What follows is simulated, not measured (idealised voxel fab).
process module | voxel wiring stack
For reference, the cross-section in this document is cut, with width 285 nm and square cells of 5 nm.
Cross-section = grid of square cells, listed top down in bands; band = one or more rows.
Read a band's entry like this: the first values are the height of its top and the height of its bottom in nm, and what follows is the sequence of materials from left to right, each with its width in nm. Note that "blank" is empty space, and that a single material marked "all across" reaches across the band from edge to edge.
Measure heights from 0. That's the level where, below it, the as-received wafer is all one material. The lowest band is bottomless and extends downward; write it as in "0 and below".
When a width is written as two numbers, as in "30..40", the first number is the width in the top row of cells of the band and the second is the width in its bottom row, and the width changes by the same amount from each row to the next.
For the purposes of this document, the phrase "no modifications" attached to a step denotes that no cell within the cross-section was modified by that step.
So "Unvented voids" is basically the list of trapped voids: any empty space of 8 cells or more that can't reach the top through an opening. They're written width x height at distance, the distance being from the left edge, and it's all nm.
What comes after the settings on a step's line is commentary from the simulator itself on that step.
When a step includes a mask, the "overlay nm" setting on its line states how far to the right of its planned place that mask lay, and negative values state how far to the left.

# List of planned process steps
1. RECEIVE with material Si
2. CONFORMAL_DEP with material SiO2, thk nm 15
3. CONFORMAL_DEP with material SiN, thk nm 5
4. DIRECTIONAL_DEP with material SiO2, thk nm 20
5. PATTERN with tone open, mask id METAL_1, material resist, width nm 20, pitch nm 45, thk nm 20, overlay nm 0
6. DIRECTIONAL_ETCH with etch materials SiO2, depth nm 20
7. DIRECTIONAL_ETCH with etch materials SiN, depth nm 5
8. STRIP with etch materials resist
9. CONFORMAL_DEP with material TiN, thk nm 5
10. FILL_DEP with material Cu, thk nm 10
11. CMP with height nm 40
12. CONFORMAL_DEP with material SiCN, thk nm 5
13. DIRECTIONAL_DEP with material lowk, thk nm 15
14. DIRECTIONAL_DEP with material aC, thk nm 10
15. PATTERN with tone open, mask id PLUG_1, material resist, width nm 15, pitch nm 90, thk nm 30, overlay nm 0
16. DIRECTIONAL_ETCH with etch materials aC, depth nm 10
17. STRIP with etch materials resist
18. DIRECTIONAL_ETCH with etch materials lowk, depth nm 15
19. DIRECTIONAL_ETCH with etch materials SiCN, depth nm 5
20. STRIP with etch materials aC
21. CONFORMAL_DEP with material TiN, thk nm 5
22. FILL_DEP with material Ru, thk nm 5
23. CMP with height nm 60
24. CONFORMAL_DEP with material SiCN, thk nm 5
25. DIRECTIONAL_DEP with material lowk, thk nm 15
26. MASKED_ETCH with tone open, mask id METAL_2, width nm 20, pitch nm 45, etch materials lowk, depth nm 15, overlay nm 0
27. MASKED_ETCH with tone open, mask id METAL_2, width nm 20, pitch nm 45, etch materials SiCN, depth nm 5, overlay nm 0
28. CONFORMAL_DEP with material TiN, thk nm 5
29. FILL_DEP with material Cu, thk nm 5
30. CMP with height nm 80
31. EPI with material Ru, thk nm 5
32. FILL_DEP with material SiCN, thk nm 5

# The first wafer of two, processed as planned

# Cross-section of the wafer upon arrival, representing the state reached after step 1
* 0 and below  Si all across
* Unvented voids: none

# after step 2
* 15 down to 0  SiO2 all across
* No changes below 0.

# after step 3
* 20 down to 15  SiN all across
* No changes below 15.

# after step 4
* 40 down to 20  SiO2 all across
* No changes below 20.

# after step 5
* 60 down to 40  85 nm resist; 20 nm blank; 25 nm resist; 20 nm blank; 25 nm resist; 20 nm blank; 90 nm resist
* No changes below 40.

# after step 6
* 60 down to 40  85 nm resist; 20 nm blank; 25 nm resist; 20 nm blank; 25 nm resist; 20 nm blank; 90 nm resist
* 40 down to 20  85 nm SiO2; 20 nm blank; 25 nm SiO2; 20 nm blank; 25 nm SiO2; 20 nm blank; 90 nm SiO2
* No changes below 20.

# after step 7
* 60 down to 40  85 nm resist; 20 nm blank; 25 nm resist; 20 nm blank; 25 nm resist; 20 nm blank; 90 nm resist
* 40 down to 20  85 nm SiO2; 20 nm blank; 25 nm SiO2; 20 nm blank; 25 nm SiO2; 20 nm blank; 90 nm SiO2
* 20 down to 15  85 nm SiN; 20 nm blank; 25 nm SiN; 20 nm blank; 25 nm SiN; 20 nm blank; 90 nm SiN
* No changes below 15.

# after step 8
* 40 down to 20  85 nm SiO2; 20 nm blank; 25 nm SiO2; 20 nm blank; 25 nm SiO2; 20 nm blank; 90 nm SiO2
* No changes below 20.

# after step 9
* 45 down to 40  90 nm TiN; 10 nm blank; 35 nm TiN; 10 nm blank; 35 nm TiN; 10 nm blank; 95 nm TiN
* 40 down to 20  85 nm SiO2; 5 nm TiN; 10 nm blank; 5 nm TiN; 25 nm SiO2; 5 nm TiN; 10 nm blank; 5 nm TiN; 25 nm SiO2; 5 nm TiN; 10 nm blank; 5 nm TiN; 90 nm SiO2
* 20 down to 15  85 nm SiN; 20 nm TiN; 25 nm SiN; 20 nm TiN; 25 nm SiN; 20 nm TiN; 90 nm SiN
* No changes below 15.

# after step 10
* 55 down to 45  Cu all across
* 45 down to 40  90 nm TiN; 10 nm Cu; 35 nm TiN; 10 nm Cu; 35 nm TiN; 10 nm Cu; 95 nm TiN
* 40 down to 20  85 nm SiO2; 5 nm TiN; 10 nm Cu; 5 nm TiN; 25 nm SiO2; 5 nm TiN; 10 nm Cu; 5 nm TiN; 25 nm SiO2; 5 nm TiN; 10 nm Cu; 5 nm TiN; 90 nm SiO2
* No changes below 20.

# after step 11
* 40 down to 20  85 nm SiO2; 5 nm TiN; 10 nm Cu; 5 nm TiN; 25 nm SiO2; 5 nm TiN; 10 nm Cu; 5 nm TiN; 25 nm SiO2; 5 nm TiN; 10 nm Cu; 5 nm TiN; 90 nm SiO2
* No changes below 20.

# after step 12
* 45 down to 40  SiCN all across
* No changes below 40.

# after step 13
* 60 down to 45  lowk all across
* No changes below 45.

# after step 14
* 70 down to 60  aC all across
* No changes below 60.

# after step 15
* 100 down to 70  85 nm resist; 15 nm blank; 75 nm resist; 15 nm blank; 95 nm resist
* No changes below 70.

# after step 16
* 90 down to 70  85 nm resist; 15 nm blank; 75 nm resist; 15 nm blank; 95 nm resist
* 70 down to 60  85 nm aC; 15 nm blank; 75 nm aC; 15 nm blank; 95 nm aC
* No changes below 60.

# after step 17
* 70 down to 60  85 nm aC; 15 nm blank; 75 nm aC; 15 nm blank; 95 nm aC
* No changes below 60.

# after step 18
* 70 down to 60  85 nm aC; 15 nm blank; 75 nm aC; 15 nm blank; 95 nm aC
* 60 down to 45  85 nm lowk; 15 nm blank; 75 nm lowk; 15 nm blank; 95 nm lowk
* No changes below 45.

# after step 19
* 70 down to 60  85 nm aC; 15 nm blank; 75 nm aC; 15 nm blank; 95 nm aC
* 60 down to 45  85 nm lowk; 15 nm blank; 75 nm lowk; 15 nm blank; 95 nm lowk
* 45 down to 40  85 nm SiCN; 15 nm blank; 75 nm SiCN; 15 nm blank; 95 nm SiCN
* No changes below 40.

# after step 20
* 60 down to 45  85 nm lowk; 15 nm blank; 75 nm lowk; 15 nm blank; 95 nm lowk
* No changes below 45.

# after step 21
* 65 down to 60  90 nm TiN; 5 nm blank; 85 nm TiN; 5 nm blank; 100 nm TiN
* 60 down to 45  85 nm lowk; 5 nm TiN; 5 nm blank; 5 nm TiN; 75 nm lowk; 5 nm TiN; 5 nm blank; 5 nm TiN; 95 nm lowk
* 45 down to 40  85 nm SiCN; 15 nm TiN; 75 nm SiCN; 15 nm TiN; 95 nm SiCN
* No changes below 40.

# after step 22
* 70 down to 65  Ru all across
* 65 down to 60  90 nm TiN; 5 nm Ru; 85 nm TiN; 5 nm Ru; 100 nm TiN
* 60 down to 45  85 nm lowk; 5 nm TiN; 5 nm Ru; 5 nm TiN; 75 nm lowk; 5 nm TiN; 5 nm Ru; 5 nm TiN; 95 nm lowk
* No changes below 45.

# after step 23
* 60 down to 45  85 nm lowk; 5 nm TiN; 5 nm Ru; 5 nm TiN; 75 nm lowk; 5 nm TiN; 5 nm Ru; 5 nm TiN; 95 nm lowk
* No changes below 45.

# after step 24
* 65 down to 60  SiCN all across
* No changes below 60.

# after step 25
* 80 down to 65  lowk all across
* No changes below 65.

# after step 26
* 80 down to 65  85 nm lowk; 20 nm blank; 25 nm lowk; 20 nm blank; 25 nm lowk; 20 nm blank; 90 nm lowk
* No changes below 65.

# after step 27
* 80 down to 65  85 nm lowk; 20 nm blank; 25 nm lowk; 20 nm blank; 25 nm lowk; 20 nm blank; 90 nm lowk
* 65 down to 60  85 nm SiCN; 20 nm blank; 25 nm SiCN; 20 nm blank; 25 nm SiCN; 20 nm blank; 90 nm SiCN
* No changes below 60.

# after step 28
* 85 down to 80  90 nm TiN; 10 nm blank; 35 nm TiN; 10 nm blank; 35 nm TiN; 10 nm blank; 95 nm TiN
* 80 down to 65  85 nm lowk; 5 nm TiN; 10 nm blank; 5 nm TiN; 25 nm lowk; 5 nm TiN; 10 nm blank; 5 nm TiN; 25 nm lowk; 5 nm TiN; 10 nm blank; 5 nm TiN; 90 nm lowk
* 65 down to 60  85 nm SiCN; 20 nm TiN; 25 nm SiCN; 20 nm TiN; 25 nm SiCN; 20 nm TiN; 90 nm SiCN
* No changes below 60.

# after step 29
* 90 down to 85  Cu all across
* 85 down to 80  90 nm TiN; 10 nm Cu; 35 nm TiN; 10 nm Cu; 35 nm TiN; 10 nm Cu; 95 nm TiN
* 80 down to 65  85 nm lowk; 5 nm TiN; 10 nm Cu; 5 nm TiN; 25 nm lowk; 5 nm TiN; 10 nm Cu; 5 nm TiN; 25 nm lowk; 5 nm TiN; 10 nm Cu; 5 nm TiN; 90 nm lowk
* No changes below 65.

# after step 30
* 80 down to 65  85 nm lowk; 5 nm TiN; 10 nm Cu; 5 nm TiN; 25 nm lowk; 5 nm TiN; 10 nm Cu; 5 nm TiN; 25 nm lowk; 5 nm TiN; 10 nm Cu; 5 nm TiN; 90 nm lowk
* No changes below 65.

# after step 31
* 85 down to 80  80 nm blank; 30 nm Ru; 15 nm blank; 30 nm Ru; 15 nm blank; 30 nm Ru; 85 nm blank
* No changes below 80.

# after step 32
* 90 down to 85  SiCN all across
* 85 down to 80  80 nm SiCN; 30 nm Ru; 15 nm SiCN; 30 nm Ru; 15 nm SiCN; 30 nm Ru; 85 nm SiCN
* No changes below 80.

# Here the second wafer is described. Its start and its plan were those of the first wafer. Its run contained one mistake. Up to and including step 1, it did exactly what the first wafer did

# The second wafer in cross-section, at the planned close of step 2
* 30 down to 0  SiO2 all across
* No changes below 0.

# The second wafer in cross-section, at the planned close of step 3
* 35 down to 30  SiN all across
* No changes below 30.

# The second wafer in cross-section, at the planned close of step 4
* 55 down to 35  SiO2 all across
* No changes below 35.

# The second wafer in cross-section, at the planned close of step 5
* 75 down to 55  85 nm resist; 20 nm blank; 25 nm resist; 20 nm blank; 25 nm resist; 20 nm blank; 90 nm resist
* No changes below 55.

# The second wafer in cross-section, at the planned close of step 6
* 75 down to 55  85 nm resist; 20 nm blank; 25 nm resist; 20 nm blank; 25 nm resist; 20 nm blank; 90 nm resist
* 55 down to 35  85 nm SiO2; 20 nm blank; 25 nm SiO2; 20 nm blank; 25 nm SiO2; 20 nm blank; 90 nm SiO2
* No changes below 35.

# The second wafer in cross-section, at the planned close of step 7
* 75 down to 55  85 nm resist; 20 nm blank; 25 nm resist; 20 nm blank; 25 nm resist; 20 nm blank; 90 nm resist
* 55 down to 35  85 nm SiO2; 20 nm blank; 25 nm SiO2; 20 nm blank; 25 nm SiO2; 20 nm blank; 90 nm SiO2
* 35 down to 30  85 nm SiN; 20 nm blank; 25 nm SiN; 20 nm blank; 25 nm SiN; 20 nm blank; 90 nm SiN
* No changes below 30.

# The second wafer in cross-section, at the planned close of step 8
* 55 down to 35  85 nm SiO2; 20 nm blank; 25 nm SiO2; 20 nm blank; 25 nm SiO2; 20 nm blank; 90 nm SiO2
* No changes below 35.

# The second wafer in cross-section, at the planned close of step 9
* 60 down to 55  90 nm TiN; 10 nm blank; 35 nm TiN; 10 nm blank; 35 nm TiN; 10 nm blank; 95 nm TiN
* 55 down to 35  85 nm SiO2; 5 nm TiN; 10 nm blank; 5 nm TiN; 25 nm SiO2; 5 nm TiN; 10 nm blank; 5 nm TiN; 25 nm SiO2; 5 nm TiN; 10 nm blank; 5 nm TiN; 90 nm SiO2
* 35 down to 30  85 nm SiN; 20 nm TiN; 25 nm SiN; 20 nm TiN; 25 nm SiN; 20 nm TiN; 90 nm SiN
* No changes below 30.

# The second wafer in cross-section, at the planned close of step 10
* 70 down to 60  Cu all across
* 60 down to 55  90 nm TiN; 10 nm Cu; 35 nm TiN; 10 nm Cu; 35 nm TiN; 10 nm Cu; 95 nm TiN
* 55 down to 35  85 nm SiO2; 5 nm TiN; 10 nm Cu; 5 nm TiN; 25 nm SiO2; 5 nm TiN; 10 nm Cu; 5 nm TiN; 25 nm SiO2; 5 nm TiN; 10 nm Cu; 5 nm TiN; 90 nm SiO2
* No changes below 35.

# The second wafer in cross-section, at the planned close of step 11
* 40 down to 35  85 nm SiO2; 5 nm TiN; 10 nm Cu; 5 nm TiN; 25 nm SiO2; 5 nm TiN; 10 nm Cu; 5 nm TiN; 25 nm SiO2; 5 nm TiN; 10 nm Cu; 5 nm TiN; 90 nm SiO2
* No changes below 35.

# The second wafer in cross-section, at the planned close of step 12
* 45 down to 40  SiCN all across
* No changes below 40.

# The second wafer in cross-section, at the planned close of step 13
* 60 down to 45  lowk all across
* No changes below 45.

# The second wafer in cross-section, at the planned close of step 14
* 70 down to 60  aC all across
* No changes below 60.

# The second wafer in cross-section, at the planned close of step 15
* 100 down to 70  85 nm resist; 15 nm blank; 75 nm resist; 15 nm blank; 95 nm resist
* No changes below 70.

# The second wafer in cross-section, at the planned close of step 16
* 90 down to 70  85 nm resist; 15 nm blank; 75 nm resist; 15 nm blank; 95 nm resist
* 70 down to 60  85 nm aC; 15 nm blank; 75 nm aC; 15 nm blank; 95 nm aC
* No changes below 60.

# The second wafer in cross-section, at the planned close of step 17
* 70 down to 60  85 nm aC; 15 nm blank; 75 nm aC; 15 nm blank; 95 nm aC
* No changes below 60.

# The second wafer in cross-section, at the planned close of step 18
* 70 down to 60  85 nm aC; 15 nm blank; 75 nm aC; 15 nm blank; 95 nm aC
* 60 down to 45  85 nm lowk; 15 nm blank; 75 nm lowk; 15 nm blank; 95 nm lowk
* No changes below 45.

# The second wafer in cross-section, at the planned close of step 19
* 70 down to 60  85 nm aC; 15 nm blank; 75 nm aC; 15 nm blank; 95 nm aC
* 60 down to 45  85 nm lowk; 15 nm blank; 75 nm lowk; 15 nm blank; 95 nm lowk
* 45 down to 40  85 nm SiCN; 15 nm blank; 75 nm SiCN; 15 nm blank; 95 nm SiCN
* No changes below 40.

# The second wafer in cross-section, at the planned close of step 20
* 60 down to 45  85 nm lowk; 15 nm blank; 75 nm lowk; 15 nm blank; 95 nm lowk
* No changes below 45.

# The second wafer in cross-section, at the planned close of step 21
* 65 down to 60  90 nm TiN; 5 nm blank; 85 nm TiN; 5 nm blank; 100 nm TiN
* 60 down to 45  85 nm lowk; 5 nm TiN; 5 nm blank; 5 nm TiN; 75 nm lowk; 5 nm TiN; 5 nm blank; 5 nm TiN; 95 nm lowk
* 45 down to 40  85 nm SiCN; 15 nm TiN; 75 nm SiCN; 15 nm TiN; 95 nm SiCN
* No changes below 40.

# The second wafer in cross-section, at the planned close of step 22
* 70 down to 65  Ru all across
* 65 down to 60  90 nm TiN; 5 nm Ru; 85 nm TiN; 5 nm Ru; 100 nm TiN
* 60 down to 45  85 nm lowk; 5 nm TiN; 5 nm Ru; 5 nm TiN; 75 nm lowk; 5 nm TiN; 5 nm Ru; 5 nm TiN; 95 nm lowk
* No changes below 45.

# The second wafer in cross-section, at the planned close of step 23
* 60 down to 45  85 nm lowk; 5 nm TiN; 5 nm Ru; 5 nm TiN; 75 nm lowk; 5 nm TiN; 5 nm Ru; 5 nm TiN; 95 nm lowk
* No changes below 45.

# The second wafer in cross-section, at the planned close of step 24
* 65 down to 60  SiCN all across
* No changes below 60.

# The second wafer in cross-section, at the planned close of step 25
* 80 down to 65  lowk all across
* No changes below 65.

# The second wafer in cross-section, at the planned close of step 26
* 80 down to 65  85 nm lowk; 20 nm blank; 25 nm lowk; 20 nm blank; 25 nm lowk; 20 nm blank; 90 nm lowk
* No changes below 65.

# The second wafer in cross-section, at the planned close of step 27
* 80 down to 65  85 nm lowk; 20 nm blank; 25 nm lowk; 20 nm blank; 25 nm lowk; 20 nm blank; 90 nm lowk
* 65 down to 60  85 nm SiCN; 20 nm blank; 25 nm SiCN; 20 nm blank; 25 nm SiCN; 20 nm blank; 90 nm SiCN
* No changes below 60.

# The second wafer in cross-section, at the planned close of step 28
* 85 down to 80  90 nm TiN; 10 nm blank; 35 nm TiN; 10 nm blank; 35 nm TiN; 10 nm blank; 95 nm TiN
* 80 down to 65  85 nm lowk; 5 nm TiN; 10 nm blank; 5 nm TiN; 25 nm lowk; 5 nm TiN; 10 nm blank; 5 nm TiN; 25 nm lowk; 5 nm TiN; 10 nm blank; 5 nm TiN; 90 nm lowk
* 65 down to 60  85 nm SiCN; 20 nm TiN; 25 nm SiCN; 20 nm TiN; 25 nm SiCN; 20 nm TiN; 90 nm SiCN
* No changes below 60.

# The second wafer in cross-section, at the planned close of step 29
* 90 down to 85  Cu all across
* 85 down to 80  90 nm TiN; 10 nm Cu; 35 nm TiN; 10 nm Cu; 35 nm TiN; 10 nm Cu; 95 nm TiN
* 80 down to 65  85 nm lowk; 5 nm TiN; 10 nm Cu; 5 nm TiN; 25 nm lowk; 5 nm TiN; 10 nm Cu; 5 nm TiN; 25 nm lowk; 5 nm TiN; 10 nm Cu; 5 nm TiN; 90 nm lowk
* No changes below 65.

# The second wafer in cross-section, at the planned close of step 30
* 80 down to 65  85 nm lowk; 5 nm TiN; 10 nm Cu; 5 nm TiN; 25 nm lowk; 5 nm TiN; 10 nm Cu; 5 nm TiN; 25 nm lowk; 5 nm TiN; 10 nm Cu; 5 nm TiN; 90 nm lowk
* No changes below 65.

# The second wafer in cross-section, at the planned close of step 31
* 85 down to 80  80 nm blank; 30 nm Ru; 15 nm blank; 30 nm Ru; 15 nm blank; 30 nm Ru; 85 nm blank
* No changes below 80.

# The second wafer in cross-section, at the planned close of step 32
* 90 down to 85  SiCN all across
* 85 down to 80  80 nm SiCN; 30 nm Ru; 15 nm SiCN; 30 nm Ru; 15 nm SiCN; 30 nm Ru; 85 nm SiCN
* No changes below 80.
Diagnosis: regarding the plan, step 2 was run twice
End of process, cell counts, second wafer against first, materials with more or fewer: -18 Cu, +36 SiO2, -18 TiN
